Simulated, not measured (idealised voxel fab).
process module | voxel wiring stack
Section shown: cut. Width: 150 nm. Cell size: 5 nm, square.
We lay out every cross-section as a grid of square cells and spell it out in bands from the top down, where one band means one or more rows of cells.
A band entry consists of two parts. The first gives the height of the band's top and the height of its bottom, in nm. The rest lists the band's materials from left to right, each with its width in nm. A single material labelled with the word "everywhere" fills the band from edge to edge, and the word "blank" marks empty space.
A quick word on heights: they are counted from 0, and under that level the wafer as it came to us is one material throughout. The lowest band is different from the rest in having no bottom; it simply continues downward, written as in "0 -> down".
With a width like "30 to 40", each row of cells in the band differs from the next by the same amount, the top row carrying the first number and the bottom row the second.
Where a step carries "no change", the cross-section came out of it unchanged, cell for cell.
Entry "Closed void roster". Content: empty spaces with no open connection to the top, size 8 cells or greater. Each: width x height at distance. Distance: from left edge. Unit: nm.
On each step's line, the part that comes after the settings is the simulator's own comment on the step.
overlay nm: for a step with a mask, the amount by which the mask lay right of where it was planned; a negative amount means left of it.
THE PLANNED PROCESS STEPS ARE ENUMERATED HEREUNDER
- 1: RECEIVE (material Si)
- 2: CONFORMAL_DEP (material SiO2; thk nm 15)
- 3: DIRECTIONAL_DEP (material TiN; thk nm 5)
- 4: DIRECTIONAL_DEP (material Ru; thk nm 15)
- 5: MASKED_ETCH (tone cover; mask id METAL_1; width nm 25; pitch nm 45; etch materials Ru; depth nm 15; overlay nm 0)
- 6: MASKED_ETCH (tone cover; mask id METAL_1; width nm 25; pitch nm 45; etch materials TiN; depth nm 5; overlay nm 0)
- 7: CONFORMAL_DEP (material SiN; thk nm 5)
- 8: FILL_DEP (material lowk; thk nm 5)
- 9: CMP (height nm 35)
- 10: CONFORMAL_DEP (material SiCN; thk nm 5)
- 11: DIRECTIONAL_DEP (material SiO2; thk nm 15)
- 12: MASKED_ETCH (tone open; mask id PLUG_1; width nm 15; pitch nm 90; etch materials SiO2; depth nm 15; overlay nm 0)
- 13: MASKED_ETCH (tone open; mask id PLUG_1; width nm 15; pitch nm 90; etch materials SiCN; depth nm 5; overlay nm 0)
- 14: CONFORMAL_DEP (material TiN; thk nm 5)
- 15: FILL_DEP (material Cu; thk nm 10)
- 16: CMP (height nm 55)
- 17: CONFORMAL_DEP (material SiCN; thk nm 5)
- 18: DIRECTIONAL_DEP (material lowk; thk nm 15)
- 19: DIRECTIONAL_DEP (material aC; thk nm 15)
- 20: PATTERN (tone open; mask id METAL_2; material resist; width nm 25; pitch nm 45; thk nm 30; overlay nm 0)
- 21: DIRECTIONAL_ETCH (etch materials aC; depth nm 15)
- 22: STRIP (etch materials resist)
- 23: DIRECTIONAL_ETCH (etch materials lowk; depth nm 15)
- 24: DIRECTIONAL_ETCH (etch materials SiCN; depth nm 5)
- 25: STRIP (etch materials aC)
- 26: CONFORMAL_DEP (material TiN; thk nm 5)
- 27: FILL_DEP (material Ru; thk nm 10)
- 28: CMP (height nm 75)
- 29: CONFORMAL_DEP (material SiCN; thk nm 5)
- 30: DIRECTIONAL_DEP (material SiO2; thk nm 35)
- 31: MASKED_ETCH (tone open; mask id METAL_3_HOLES; width nm 15; pitch nm 45; etch materials SiO2; depth nm 35; overlay nm 0)
- 32: PATTERN (tone open; mask id METAL_3; material resist; width nm 25; pitch nm 45; thk nm 15; overlay nm 0)
- 33: DIRECTIONAL_ETCH (etch materials SiO2; depth nm 20)
- 34: DIRECTIONAL_ETCH (etch materials SiCN; depth nm 5)
- 35: STRIP (etch materials resist)
- 36: CONFORMAL_DEP (material TiN; thk nm 5)
- 37: FILL_DEP (material Cu; thk nm 5)
- 38: CMP (height nm 115)
- 39: CONFORMAL_DEP (material SiN; thk nm 5)
CONCERNING THE FIRST OF TWO WAFERS, WHICH WAS RUN IN ACCORDANCE WITH THE PLAN
RECEIVED-STATE CROSS-SECTION, REFLECTING COMPLETION OF STEP 1
* 0 -> down = Si everywhere
* Closed void roster: none
WAFER AFTER STEP 2 (CROSS-SECTION)
* 15 -> 0 = SiO2 everywhere
* Whatever lies below 0 is exactly as it was before.
WAFER AFTER STEP 3 (CROSS-SECTION)
* 20 -> 15 = TiN everywhere
* Whatever lies below 15 is exactly as it was before.
WAFER AFTER STEP 4 (CROSS-SECTION)
* 35 -> 20 = Ru everywhere
* Whatever lies below 20 is exactly as it was before.
WAFER AFTER STEP 5 (CROSS-SECTION)
* 35 -> 20 = blank (15), Ru (25), blank (20), Ru (25), blank (20), Ru (25), blank (20)
* Whatever lies below 20 is exactly as it was before.
WAFER AFTER STEP 6 (CROSS-SECTION)
* 35 -> 20 = blank (15), Ru (25), blank (20), Ru (25), blank (20), Ru (25), blank (20)
* 20 -> 15 = blank (15), TiN (25), blank (20), TiN (25), blank (20), TiN (25), blank (20)
* Whatever lies below 15 is exactly as it was before.
WAFER AFTER STEP 7 (CROSS-SECTION)
* 40 -> 35 = blank (10), SiN (35), blank (10), SiN (35), blank (10), SiN (35), blank (15)
* 35 -> 20 = blank (10), SiN (5), Ru (25), SiN (5), blank (10), SiN (5), Ru (25), SiN (5), blank (10), SiN (5), Ru (25), SiN (5), blank (15)
* 20 -> 15 = SiN (15), TiN (25), SiN (20), TiN (25), SiN (20), TiN (25), SiN (20)
* Whatever lies below 15 is exactly as it was before.
WAFER AFTER STEP 8 (CROSS-SECTION)
* 45 -> 40 = lowk everywhere
* 40 -> 35 = lowk (10), SiN (35), lowk (10), SiN (35), lowk (10), SiN (35), lowk (15)
* 35 -> 20 = lowk (10), SiN (5), Ru (25), SiN (5), lowk (10), SiN (5), Ru (25), SiN (5), lowk (10), SiN (5), Ru (25), SiN (5), lowk (15)
* Whatever lies below 20 is exactly as it was before.
WAFER AFTER STEP 9 (CROSS-SECTION)
* 35 -> 20 = lowk (10), SiN (5), Ru (25), SiN (5), lowk (10), SiN (5), Ru (25), SiN (5), lowk (10), SiN (5), Ru (25), SiN (5), lowk (15)
* Whatever lies below 20 is exactly as it was before.
WAFER AFTER STEP 10 (CROSS-SECTION)
* 40 -> 35 = SiCN everywhere
* Whatever lies below 35 is exactly as it was before.
WAFER AFTER STEP 11 (CROSS-SECTION)
* 55 -> 40 = SiO2 everywhere
* Whatever lies below 40 is exactly as it was before.
WAFER AFTER STEP 12 (CROSS-SECTION)
* 55 -> 40 = SiO2 (15), blank (15), SiO2 (75), blank (15), SiO2 (30)
* Whatever lies below 40 is exactly as it was before.
WAFER AFTER STEP 13 (CROSS-SECTION)
* 55 -> 40 = SiO2 (15), blank (15), SiO2 (75), blank (15), SiO2 (30)
* 40 -> 35 = SiCN (15), blank (15), SiCN (75), blank (15), SiCN (30)
* Whatever lies below 35 is exactly as it was before.
WAFER AFTER STEP 14 (CROSS-SECTION)
* 60 -> 55 = TiN (20), blank (5), TiN (85), blank (5), TiN (35)
* 55 -> 40 = SiO2 (15), TiN (5), blank (5), TiN (5), SiO2 (75), TiN (5), blank (5), TiN (5), SiO2 (30)
* 40 -> 35 = SiCN (15), TiN (15), SiCN (75), TiN (15), SiCN (30)
* Whatever lies below 35 is exactly as it was before.
WAFER AFTER STEP 15 (CROSS-SECTION)
* 70 -> 60 = Cu everywhere
* 60 -> 55 = TiN (20), Cu (5), TiN (85), Cu (5), TiN (35)
* 55 -> 40 = SiO2 (15), TiN (5), Cu (5), TiN (5), SiO2 (75), TiN (5), Cu (5), TiN (5), SiO2 (30)
* Whatever lies below 40 is exactly as it was before.
WAFER AFTER STEP 16 (CROSS-SECTION)
* 55 -> 40 = SiO2 (15), TiN (5), Cu (5), TiN (5), SiO2 (75), TiN (5), Cu (5), TiN (5), SiO2 (30)
* Whatever lies below 40 is exactly as it was before.
WAFER AFTER STEP 17 (CROSS-SECTION)
* 60 -> 55 = SiCN everywhere
* Whatever lies below 55 is exactly as it was before.
WAFER AFTER STEP 18 (CROSS-SECTION)
* 75 -> 60 = lowk everywhere
* Whatever lies below 60 is exactly as it was before.
WAFER AFTER STEP 19 (CROSS-SECTION)
* 90 -> 75 = aC everywhere
* Whatever lies below 75 is exactly as it was before.
WAFER AFTER STEP 20 (CROSS-SECTION)
* 120 -> 90 = resist (15), blank (25), resist (20), blank (25), resist (20), blank (25), resist (20)
* Whatever lies below 90 is exactly as it was before.
WAFER AFTER STEP 21 (CROSS-SECTION)
* 105 -> 90 = resist (15), blank (25), resist (20), blank (25), resist (20), blank (25), resist (20)
* 90 -> 75 = aC (15), blank (25), aC (20), blank (25), aC (20), blank (25), aC (20)
* Whatever lies below 75 is exactly as it was before.
WAFER AFTER STEP 22 (CROSS-SECTION)
* 90 -> 75 = aC (15), blank (25), aC (20), blank (25), aC (20), blank (25), aC (20)
* Whatever lies below 75 is exactly as it was before.
WAFER AFTER STEP 23 (CROSS-SECTION)
* 90 -> 75 = aC (15), blank (25), aC (20), blank (25), aC (20), blank (25), aC (20)
* 75 -> 60 = lowk (15), blank (25), lowk (20), blank (25), lowk (20), blank (25), lowk (20)
* Whatever lies below 60 is exactly as it was before.
WAFER AFTER STEP 24 (CROSS-SECTION)
* 90 -> 75 = aC (15), blank (25), aC (20), blank (25), aC (20), blank (25), aC (20)
* 75 -> 60 = lowk (15), blank (25), lowk (20), blank (25), lowk (20), blank (25), lowk (20)
* 60 -> 55 = SiCN (15), blank (25), SiCN (20), blank (25), SiCN (20), blank (25), SiCN (20)
* Whatever lies below 55 is exactly as it was before.
WAFER AFTER STEP 25 (CROSS-SECTION)
* 75 -> 60 = lowk (15), blank (25), lowk (20), blank (25), lowk (20), blank (25), lowk (20)
* Whatever lies below 60 is exactly as it was before.
WAFER AFTER STEP 26 (CROSS-SECTION)
* 80 -> 75 = TiN (20), blank (15), TiN (30), blank (15), TiN (30), blank (15), TiN (25)
* 75 -> 60 = lowk (15), TiN (5), blank (15), TiN (5), lowk (20), TiN (5), blank (15), TiN (5), lowk (20), TiN (5), blank (15), TiN (5), lowk (20)
* 60 -> 55 = SiCN (15), TiN (25), SiCN (20), TiN (25), SiCN (20), TiN (25), SiCN (20)
* Whatever lies below 55 is exactly as it was before.
WAFER AFTER STEP 27 (CROSS-SECTION)
* 90 -> 80 = Ru everywhere
* 80 -> 75 = TiN (20), Ru (15), TiN (30), Ru (15), TiN (30), Ru (15), TiN (25)
* 75 -> 60 = lowk (15), TiN (5), Ru (15), TiN (5), lowk (20), TiN (5), Ru (15), TiN (5), lowk (20), TiN (5), Ru (15), TiN (5), lowk (20)
* Whatever lies below 60 is exactly as it was before.
WAFER AFTER STEP 28 (CROSS-SECTION)
* 75 -> 60 = lowk (15), TiN (5), Ru (15), TiN (5), lowk (20), TiN (5), Ru (15), TiN (5), lowk (20), TiN (5), Ru (15), TiN (5), lowk (20)
* Whatever lies below 60 is exactly as it was before.
WAFER AFTER STEP 29 (CROSS-SECTION)
* 80 -> 75 = SiCN everywhere
* Whatever lies below 75 is exactly as it was before.
WAFER AFTER STEP 30 (CROSS-SECTION)
* 115 -> 80 = SiO2 everywhere
* Whatever lies below 80 is exactly as it was before.
WAFER AFTER STEP 31 (CROSS-SECTION)
* 115 -> 80 = SiO2 (15), blank (15), SiO2 (30), blank (15), SiO2 (30), blank (15), SiO2 (30)
* Whatever lies below 80 is exactly as it was before.
WAFER AFTER STEP 32 (CROSS-SECTION)
* 130 -> 115 = resist (15), blank (25), resist (20), blank (25), resist (20), blank (25), resist (20)
* Whatever lies below 115 is exactly as it was before.
WAFER AFTER STEP 33 (CROSS-SECTION)
* 130 -> 115 = resist (15), blank (25), resist (20), blank (25), resist (20), blank (25), resist (20)
* 115 -> 95 = SiO2 (15), blank (25), SiO2 (20), blank (25), SiO2 (20), blank (25), SiO2 (20)
* Whatever lies below 95 is exactly as it was before.
WAFER AFTER STEP 34 (CROSS-SECTION)
* 130 -> 115 = resist (15), blank (25), resist (20), blank (25), resist (20), blank (25), resist (20)
* 115 -> 95 = SiO2 (15), blank (25), SiO2 (20), blank (25), SiO2 (20), blank (25), SiO2 (20)
* 95 -> 80 = SiO2 (15), blank (15), SiO2 (30), blank (15), SiO2 (30), blank (15), SiO2 (30)
* 80 -> 75 = SiCN (15), blank (15), SiCN (30), blank (15), SiCN (30), blank (15), SiCN (30)
* Whatever lies below 75 is exactly as it was before.
WAFER AFTER STEP 35 (CROSS-SECTION)
* 115 -> 95 = SiO2 (15), blank (25), SiO2 (20), blank (25), SiO2 (20), blank (25), SiO2 (20)
* Whatever lies below 95 is exactly as it was before.
WAFER AFTER STEP 36 (CROSS-SECTION)
* 120 -> 115 = TiN (20), blank (15), TiN (30), blank (15), TiN (30), blank (15), TiN (25)
* 115 -> 100 = SiO2 (15), TiN (5), blank (15), TiN (5), SiO2 (20), TiN (5), blank (15), TiN (5), SiO2 (20), TiN (5), blank (15), TiN (5), SiO2 (20)
* 100 -> 95 = SiO2 (15), TiN (5), blank (5), TiN (15), SiO2 (20), TiN (5), blank (5), TiN (15), SiO2 (20), TiN (5), blank (5), TiN (15), SiO2 (20)
* 95 -> 80 = SiO2 (15), TiN (5), blank (5), TiN (5), SiO2 (30), TiN (5), blank (5), TiN (5), SiO2 (30), TiN (5), blank (5), TiN (5), SiO2 (30)
* 80 -> 75 = SiCN (15), TiN (15), SiCN (30), TiN (15), SiCN (30), TiN (15), SiCN (30)
* Whatever lies below 75 is exactly as it was before.
WAFER AFTER STEP 37 (CROSS-SECTION)
* 125 -> 120 = Cu everywhere
* 120 -> 115 = TiN (20), Cu (15), TiN (30), Cu (15), TiN (30), Cu (15), TiN (25)
* 115 -> 100 = SiO2 (15), TiN (5), Cu (15), TiN (5), SiO2 (20), TiN (5), Cu (15), TiN (5), SiO2 (20), TiN (5), Cu (15), TiN (5), SiO2 (20)
* 100 -> 95 = SiO2 (15), TiN (5), Cu (5), TiN (15), SiO2 (20), TiN (5), Cu (5), TiN (15), SiO2 (20), TiN (5), Cu (5), TiN (15), SiO2 (20)
* 95 -> 80 = SiO2 (15), TiN (5), Cu (5), TiN (5), SiO2 (30), TiN (5), Cu (5), TiN (5), SiO2 (30), TiN (5), Cu (5), TiN (5), SiO2 (30)
* Whatever lies below 80 is exactly as it was before.
WAFER AFTER STEP 38 (CROSS-SECTION)
* 115 -> 100 = SiO2 (15), TiN (5), Cu (15), TiN (5), SiO2 (20), TiN (5), Cu (15), TiN (5), SiO2 (20), TiN (5), Cu (15), TiN (5), SiO2 (20)
* Whatever lies below 100 is exactly as it was before.
WAFER AFTER STEP 39 (CROSS-SECTION)
* 120 -> 115 = SiN everywhere
* Whatever lies below 115 is exactly as it was before.
THE SECOND WAFER WAS PREPARED FROM THE SAME STARTING POINT AND UNDER THE SAME PLAN AS THE FIRST; ITS PROCESSING CONTAINED ONE MISTAKE, AND IT REMAINS INDISTINGUISHABLE FROM THE FIRST WAFER UP TO AND INCLUDING STEP 31
SECOND WAFER AT THE PLANNED FINISH OF STEP 32, SEEN IN CROSS-SECTION
* 130 -> 115 = resist (15), blank (30), resist (15), blank (30), resist (15), blank (30), resist (15)
* Whatever lies below 115 is exactly as it was before.
SECOND WAFER AT THE PLANNED FINISH OF STEP 33, SEEN IN CROSS-SECTION
* 130 -> 115 = resist (15), blank (30), resist (15), blank (30), resist (15), blank (30), resist (15)
* 115 -> 95 = SiO2 (15), blank (30), SiO2 (15), blank (30), SiO2 (15), blank (30), SiO2 (15)
* Whatever lies below 95 is exactly as it was before.
SECOND WAFER AT THE PLANNED FINISH OF STEP 34, SEEN IN CROSS-SECTION
* 130 -> 115 = resist (15), blank (30), resist (15), blank (30), resist (15), blank (30), resist (15)
* 115 -> 95 = SiO2 (15), blank (30), SiO2 (15), blank (30), SiO2 (15), blank (30), SiO2 (15)
* 95 -> 80 = SiO2 (15), blank (15), SiO2 (30), blank (15), SiO2 (30), blank (15), SiO2 (30)
* 80 -> 75 = SiCN (15), blank (15), SiCN (30), blank (15), SiCN (30), blank (15), SiCN (30)
* Whatever lies below 75 is exactly as it was before.
SECOND WAFER AT THE PLANNED FINISH OF STEP 35, SEEN IN CROSS-SECTION
* 115 -> 95 = SiO2 (15), blank (30), SiO2 (15), blank (30), SiO2 (15), blank (30), SiO2 (15)
* Whatever lies below 95 is exactly as it was before.
SECOND WAFER AT THE PLANNED FINISH OF STEP 36, SEEN IN CROSS-SECTION
* 120 -> 115 = TiN (20), blank (20), TiN (25), blank (20), TiN (25), blank (20), TiN (20)
* 115 -> 100 = SiO2 (15), TiN (5), blank (20), TiN (5), SiO2 (15), TiN (5), blank (20), TiN (5), SiO2 (15), TiN (5), blank (20), TiN (5), SiO2 (15)
* 100 -> 95 = SiO2 (15), TiN (5), blank (5), TiN (20), SiO2 (15), TiN (5), blank (5), TiN (20), SiO2 (15), TiN (5), blank (5), TiN (20), SiO2 (15)
* 95 -> 80 = SiO2 (15), TiN (5), blank (5), TiN (5), SiO2 (30), TiN (5), blank (5), TiN (5), SiO2 (30), TiN (5), blank (5), TiN (5), SiO2 (30)
* 80 -> 75 = SiCN (15), TiN (15), SiCN (30), TiN (15), SiCN (30), TiN (15), SiCN (30)
* Whatever lies below 75 is exactly as it was before.
SECOND WAFER AT THE PLANNED FINISH OF STEP 37, SEEN IN CROSS-SECTION
* 125 -> 120 = Cu everywhere
* 120 -> 115 = TiN (20), Cu (20), TiN (25), Cu (20), TiN (25), Cu (20), TiN (20)
* 115 -> 100 = SiO2 (15), TiN (5), Cu (20), TiN (5), SiO2 (15), TiN (5), Cu (20), TiN (5), SiO2 (15), TiN (5), Cu (20), TiN (5), SiO2 (15)
* 100 -> 95 = SiO2 (15), TiN (5), Cu (5), TiN (20), SiO2 (15), TiN (5), Cu (5), TiN (20), SiO2 (15), TiN (5), Cu (5), TiN (20), SiO2 (15)
* 95 -> 80 = SiO2 (15), TiN (5), Cu (5), TiN (5), SiO2 (30), TiN (5), Cu (5), TiN (5), SiO2 (30), TiN (5), Cu (5), TiN (5), SiO2 (30)
* Whatever lies below 80 is exactly as it was before.
SECOND WAFER AT THE PLANNED FINISH OF STEP 38, SEEN IN CROSS-SECTION
* 115 -> 100 = SiO2 (15), TiN (5), Cu (20), TiN (5), SiO2 (15), TiN (5), Cu (20), TiN (5), SiO2 (15), TiN (5), Cu (20), TiN (5), SiO2 (15)
* Whatever lies below 100 is exactly as it was before.
SECOND WAFER AT THE PLANNED FINISH OF STEP 39, SEEN IN CROSS-SECTION
* 120 -> 115 = SiN everywhere
* Whatever lies below 115 is exactly as it was before.
Want to know what went wrong? for step 32, the planned setting was not used; the step was instead run as PATTERN (tone open; mask id METAL_3; material resist; width nm 30; pitch nm 45; thk nm 15; overlay nm 0)
The second wafer ends with more or fewer cells of some materials than the first, per final count: +9 Cu | -12 SiO2 | +3 TiN
